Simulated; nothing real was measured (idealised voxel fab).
This section sets out a process module, namely voxel wiring stack.
275 nm wide, 5 nm square cells: that's cross-section cut.
Each cross-section below is a grid of square cells, stated as bands in top-down order, with one or more rows of cells making up each band.
Band: top and bottom heights (nm) first, top before bottom; then materials from left to right, widths in nm. "edge to edge" marks a sole material filling the band edge to edge. "blank" denotes empty space.
Ref level 0: as-received wafer is one material below here. Bottom band extends down with no lower bound ("0 down").
Think of "30->40" as a width that walks from the first number to the second as you go down the band, top row to bottom row, taking equal-sized steps from row to row.
No cell of the cross-section changed in a step that is given as "identical to before".
Empty spaces counting at least 8 cells and having no open way to the top are listed in "Closed internal voids". The notation width x height at distance is used for each, the distance being from the left edge and all three values in nm.
Step line, after settings: the simulator's comment on this step.
Each step line may optionally specify "overlay nm", which for a step with a mask gives the rightward distance between the mask's planned place and where it lay, a negative value indicating the leftward direction.

# Steps planned for the process
step 1: RECEIVE: material Si
step 2: CONFORMAL_DEP: material SiO2, thk nm 15
step 3: DIRECTIONAL_DEP: material TiN, thk nm 5
step 4: DIRECTIONAL_DEP: material Ru, thk nm 25
step 5: PATTERN: tone cover, mask id METAL_1, material resist, width nm 25, pitch nm 40, thk nm 20, overlay nm 0
step 6: DIRECTIONAL_ETCH: etch materials Ru, depth nm 25
step 7: DIRECTIONAL_ETCH: etch materials TiN, depth nm 5
step 8: STRIP: etch materials resist
step 9: FILL_DEP: material lowk, thk nm 10
step 10: CMP: height nm 45
step 11: CONFORMAL_DEP: material SiCN, thk nm 5
step 12: DIRECTIONAL_DEP: material SiO2, thk nm 30
step 13: DIRECTIONAL_DEP: material aC, thk nm 10
step 14: PATTERN: tone open, mask id METAL_2, material resist, width nm 25, pitch nm 40, thk nm 30, overlay nm 0
step 15: DIRECTIONAL_ETCH: etch materials aC, depth nm 10
step 16: STRIP: etch materials resist
step 17: DIRECTIONAL_ETCH: etch materials SiO2, depth nm 20
step 18: STRIP: etch materials aC
step 19: DIRECTIONAL_DEP: material aC, thk nm 15
step 20: PATTERN: tone open, mask id METAL_2_HOLES, material resist, width nm 15, pitch nm 80, thk nm 35, overlay nm 0
step 21: DIRECTIONAL_ETCH: etch materials aC, depth nm 15
step 22: STRIP: etch materials resist
step 23: DIRECTIONAL_ETCH: etch materials SiO2, depth nm 10
step 24: DIRECTIONAL_ETCH: etch materials SiCN, depth nm 5
step 25: STRIP: etch materials aC
step 26: CONFORMAL_DEP: material TiN, thk nm 5
step 27: FILL_DEP: material Cu, thk nm 10
step 28: CMP: height nm 80
step 29: CONFORMAL_DEP: material SiCN, thk nm 5
step 30: DIRECTIONAL_DEP: material SiO2, thk nm 30
step 31: PATTERN: tone open, mask id METAL_3, material resist, width nm 25, pitch nm 40, thk nm 15, overlay nm 0
step 32: DIRECTIONAL_ETCH: etch materials SiO2, depth nm 20
step 33: STRIP: etch materials resist
step 34: DIRECTIONAL_DEP: material aC, thk nm 10
step 35: PATTERN: tone open, mask id METAL_3_HOLES, material resist, width nm 15, pitch nm 80, thk nm 25, overlay nm 0
step 36: DIRECTIONAL_ETCH: etch materials aC, depth nm 10
step 37: STRIP: etch materials resist
step 38: DIRECTIONAL_ETCH: etch materials SiO2, depth nm 10
step 39: DIRECTIONAL_ETCH: etch materials SiCN, depth nm 5
step 40: STRIP: etch materials aC
step 41: CONFORMAL_DEP: material TiN, thk nm 5
step 42: FILL_DEP: material Ru, thk nm 5
step 43: CMP: height nm 115
step 44: CONFORMAL_DEP: material SiCN, thk nm 5
step 45: DIRECTIONAL_DEP: material SiO2, thk nm 30
step 46: PATTERN: tone open, mask id METAL_4_HOLES, material resist, width nm 15, pitch nm 40, thk nm 20, overlay nm 0
step 47: DIRECTIONAL_ETCH: etch materials SiO2, depth nm 30
step 48: STRIP: etch materials resist
step 49: PATTERN: tone open, mask id METAL_4, material resist, width nm 25, pitch nm 40, thk nm 20, overlay nm 0
step 50: DIRECTIONAL_ETCH: etch materials SiO2, depth nm 20
step 51: DIRECTIONAL_ETCH: etch materials SiCN, depth nm 5
step 52: STRIP: etch materials resist
step 53: CONFORMAL_DEP: material TiN, thk nm 5
step 54: FILL_DEP: material Cu, thk nm 5
step 55: CMP: height nm 150
step 56: CONFORMAL_DEP: material SiCN, thk nm 5

# This is the cross-section of the wafer as we received it, i.e. after step 1
    0 down = Si edge to edge
    Closed internal voids: none

# The first of two wafers, cross-sectioned at the end of the module, with the run proceeding as planned
    155 to 150 = SiCN edge to edge
    150 to 135 = SiO2=85; TiN=5; Cu=15; TiN=5; SiO2=15; TiN=5; Cu=15; TiN=5; SiO2=15; TiN=5; Cu=15; TiN=5; SiO2=85
    135 to 130 = SiO2=85; TiN=5; Cu=5; TiN=15; SiO2=15; TiN=5; Cu=5; TiN=15; SiO2=15; TiN=5; Cu=5; TiN=15; SiO2=85
    130 to 120 = SiO2=85; TiN=5; Cu=5; TiN=5; SiO2=25; TiN=5; Cu=5; TiN=5; SiO2=25; TiN=5; Cu=5; TiN=5; SiO2=95
    120 to 115 = SiCN=85; TiN=15; SiCN=25; TiN=15; SiCN=25; TiN=15; SiCN=95
    115 to 100 = SiO2=85; TiN=5; Ru=15; TiN=5; SiO2=15; TiN=5; Ru=15; TiN=5; SiO2=15; TiN=5; Ru=15; TiN=5; SiO2=85
    100 to 95 = SiO2=85; TiN=5; Ru=5; TiN=15; SiO2=15; TiN=25; SiO2=15; TiN=5; Ru=5; TiN=15; SiO2=85
    95 to 85 = SiO2=85; TiN=5; Ru=5; TiN=5; SiO2=65; TiN=5; Ru=5; TiN=5; SiO2=95
    85 to 80 = SiCN=85; TiN=15; SiCN=65; TiN=15; SiCN=95
    80 to 65 = SiO2=85; TiN=5; Cu=15; TiN=5; SiO2=15; TiN=5; Cu=15; TiN=5; SiO2=15; TiN=5; Cu=15; TiN=5; SiO2=85
    65 to 60 = SiO2=85; TiN=5; Cu=5; TiN=15; SiO2=15; TiN=25; SiO2=15; TiN=5; Cu=5; TiN=15; SiO2=85
    60 to 50 = SiO2=85; TiN=5; Cu=5; TiN=5; SiO2=65; TiN=5; Cu=5; TiN=5; SiO2=95
    50 to 45 = SiCN=85; TiN=15; SiCN=65; TiN=15; SiCN=95
    45 to 20 = lowk=85; Ru=25; lowk=15; Ru=25; lowk=15; Ru=25; lowk=85
    20 to 15 = lowk=85; TiN=25; lowk=15; TiN=25; lowk=15; TiN=25; lowk=85
    15 to 0 = SiO2 edge to edge
    0 down = Si edge to edge
    Closed internal voids: none

# Here is the second of the two wafers cut open at the end of the module - same start, same plan as the first one, but we made one mistake running it
    155 to 150 = SiCN edge to edge
    150 to 135 = SiO2=85; TiN=5; Cu=15; TiN=5; SiO2=15; TiN=5; Cu=15; TiN=5; SiO2=15; TiN=5; Cu=15; TiN=5; SiO2=85
    135 to 130 = SiO2=85; TiN=5; Cu=5; TiN=15; SiO2=15; TiN=5; Cu=5; TiN=15; SiO2=15; TiN=5; Cu=5; TiN=15; SiO2=85
    130 to 120 = SiO2=85; TiN=5; Cu=5; TiN=5; SiO2=25; TiN=5; Cu=5; TiN=5; SiO2=25; TiN=5; Cu=5; TiN=5; SiO2=95
    120 to 115 = SiCN=85; TiN=15; SiCN=25; TiN=15; SiCN=25; TiN=15; SiCN=95
    115 to 100 = SiO2=85; TiN=5; Ru=15; TiN=5; SiO2=15; TiN=5; Ru=15; TiN=5; SiO2=15; TiN=5; Ru=15; TiN=5; SiO2=85
    100 to 95 = SiO2=85; TiN=5; Ru=5; TiN=15; SiO2=15; TiN=25; SiO2=15; TiN=5; Ru=5; TiN=15; SiO2=85
    95 to 85 = SiO2=85; TiN=5; Ru=5; TiN=5; SiO2=65; TiN=5; Ru=5; TiN=5; SiO2=95
    85 to 80 = SiCN=85; TiN=15; SiCN=65; TiN=15; SiCN=95
    80 to 65 = SiO2=85; TiN=5; Cu=15; TiN=5; SiO2=15; TiN=5; Cu=15; TiN=5; SiO2=15; TiN=5; Cu=15; TiN=5; SiO2=85
    65 to 60 = SiO2=85; TiN=5; Cu=5; TiN=15; SiO2=15; TiN=25; SiO2=15; TiN=5; Cu=5; TiN=15; SiO2=85
    60 to 50 = SiO2=85; TiN=5; Cu=5; TiN=5; SiO2=65; TiN=5; Cu=5; TiN=5; SiO2=95
    50 to 45 = SiCN=85; TiN=15; SiCN=65; TiN=15; SiCN=95
    45 to 20 = Ru=85; lowk=25; Ru=15; lowk=25; Ru=15; lowk=25; Ru=85
    20 to 15 = TiN=85; lowk=25; TiN=15; lowk=25; TiN=15; lowk=25; TiN=85
    15 to 0 = SiO2 edge to edge
    0 down = Si edge to edge
    Closed internal voids: none
What broke from the plan during processing? step 5 was processed under conditions differing from the plan, specifically as PATTERN: tone open, mask id METAL_1, material resist, width nm 25, pitch nm 40, thk nm 20, overlay nm 0
It is noted that, at the conclusion of processing, the second wafer exhibits a higher or lower cell count for certain materials relative to the first: 125 more of Ru, 25 more of TiN, 150 fewer of lowk
